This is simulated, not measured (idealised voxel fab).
The name of this process module is voxel gate over fins.
Pictured: cross-section cut, 140 nm wide, on a grid of 5 nm square cells.
If you're reading a cross-section in this doc, picture square cells in a grid; it comes to you as bands, top ones listed first down to the bottom, and a band can be one or more rows of cells.
What a band's entry tells you: where the top is and where the bottom is, as heights in nm, and after that what lies inside, material by material from left to right, each with its width in nm. Empty space is written as the word "air", and a single material marked with the word "all across" occupies the band from edge to edge.
Heights from 0 (as-received wafer is one material below). Bottom band endless downward, as "0 nm and below".
The expression "30->40" gives the width at the extremes of the band, the first number at its top row of cells and the second at its bottom row, with the width changing by equal amounts from each row to the next in between.
Any step labelled "no change occurred" changed none of the cells in the cross-section.
Closed empty spaces (no open way to the top) of 8 cells or more are what "Listed closed voids" lists, each as width x height at distance from the left edge, nm for all three.
It should be noted that, on the line of a given step, the content following the step's settings is a remark produced by the simulator itself with respect to that step.
The line of a step may include "overlay nm". On a step with a mask, this value is how far to the right of its planned place the mask lay. A negative value means the mask lay to the left.

**These are the steps we planned for the process**
step 1: RECEIVE (material Si)
step 2: CONFORMAL_DEP (material SiN; thk nm 5)
step 3: MASKED_ETCH (tone cover; mask id FINS; width nm 15; pitch nm 45; etch materials SiN; depth nm 5; overlay nm 0)
step 4: MASKED_ETCH (tone cover; mask id FINS; width nm 15; pitch nm 45; etch materials Si; depth nm 40; overlay nm 0)
step 5: OXIDIZE (depth nm 5)
step 6: FILL_DEP (material SiO2; thk nm 5)
step 7: CMP (height nm 5)
step 8: SELECTIVE_ETCH (etch materials SiO2; depth nm 20)
step 9: STRIP (etch materials SiN)
step 10: CONFORMAL_DEP (material HfO2; thk nm 5)
step 11: CONFORMAL_DEP (material TiN; thk nm 5)
step 12: FILL_DEP (material W; thk nm 15)
step 13: CMP (height nm 20)
step 14: CONFORMAL_DEP (material SiN; thk nm 10)

**Cross-section: wafer on arrival = after step 1**
> 0 nm and below | Si all across
> Listed closed voids: none

**Cross-section: first of two wafers, module finished, run according to plan**
> 30 nm to 20 nm | SiN all across
> 20 nm to 10 nm | W all across
> 10 nm to 5 nm | 10 W, then 25 TiN, then 20 W, then 25 TiN, then 20 W, then 25 TiN, then 15 W
> 5 nm to 0 nm | 10 W, then 5 TiN, then 15 HfO2, then 5 TiN, then 20 W, then 5 TiN, then 15 HfO2, then 5 TiN, then 20 W, then 5 TiN, then 15 HfO2, then 5 TiN, then 15 W
> 0 nm to -5 nm | 10 W, then 5 TiN, then 5 HfO2, then 5 Si, then 5 HfO2, then 5 TiN, then 20 W, then 5 TiN, then 5 HfO2, then 5 Si, then 5 HfO2, then 5 TiN, then 20 W, then 5 TiN, then 5 HfO2, then 5 Si, then 5 HfO2, then 5 TiN, then 15 W
> -5 nm to -10 nm | 15 TiN, then 5 HfO2, then 5 Si, then 5 HfO2, then 30 TiN, then 5 HfO2, then 5 Si, then 5 HfO2, then 30 TiN, then 5 HfO2, then 5 Si, then 5 HfO2, then 20 TiN
> -10 nm to -15 nm | 20 HfO2, then 5 Si, then 40 HfO2, then 5 Si, then 40 HfO2, then 5 Si, then 25 HfO2
> -15 nm to -45 nm | 20 SiO2, then 5 Si, then 40 SiO2, then 5 Si, then 40 SiO2, then 5 Si, then 25 SiO2
> -45 nm and below | Si all across
> Listed closed voids: none

**Here's the second of our two wafers sectioned at module end. Same start as the first, same plan, but one mistake got made running it**
> 30 nm to 20 nm | SiN all across
> 20 nm to 10 nm | W all across
> 10 nm to 5 nm | 10 W, then 30 TiN, then 15 W, then 30 TiN, then 15 W, then 30 TiN, then 10 W
> 5 nm to 0 nm | 10 W, then 5 TiN, then 20 HfO2, then 5 TiN, then 15 W, then 5 TiN, then 20 HfO2, then 5 TiN, then 15 W, then 5 TiN, then 20 HfO2, then 5 TiN, then 10 W
> 0 nm to -5 nm | 10 W, then 5 TiN, then 5 HfO2, then 10 Si, then 5 HfO2, then 5 TiN, then 15 W, then 5 TiN, then 5 HfO2, then 10 Si, then 5 HfO2, then 5 TiN, then 15 W, then 5 TiN, then 5 HfO2, then 10 Si, then 5 HfO2, then 5 TiN, then 10 W
> -5 nm to -10 nm | 15 TiN, then 5 HfO2, then 10 Si, then 5 HfO2, then 25 TiN, then 5 HfO2, then 10 Si, then 5 HfO2, then 25 TiN, then 5 HfO2, then 10 Si, then 5 HfO2, then 15 TiN
> -10 nm to -15 nm | 20 HfO2, then 10 Si, then 35 HfO2, then 10 Si, then 35 HfO2, then 10 Si, then 20 HfO2
> -15 nm to -45 nm | 20 SiO2, then 10 Si, then 35 SiO2, then 10 Si, then 35 SiO2, then 10 Si, then 20 SiO2
> -45 nm and below | Si all across
> Listed closed voids: none
It is concluded that the wafer was processed incorrectly with respect to the plan, in that note that step 3 departed from the planned setting and was carried out as MASKED_ETCH (tone cover; mask id FINS; width nm 20; pitch nm 45; etch materials SiN; depth nm 5; overlay nm 0)
at the end the second wafer has, in cells: +27 Si | -18 SiO2 | -9 W
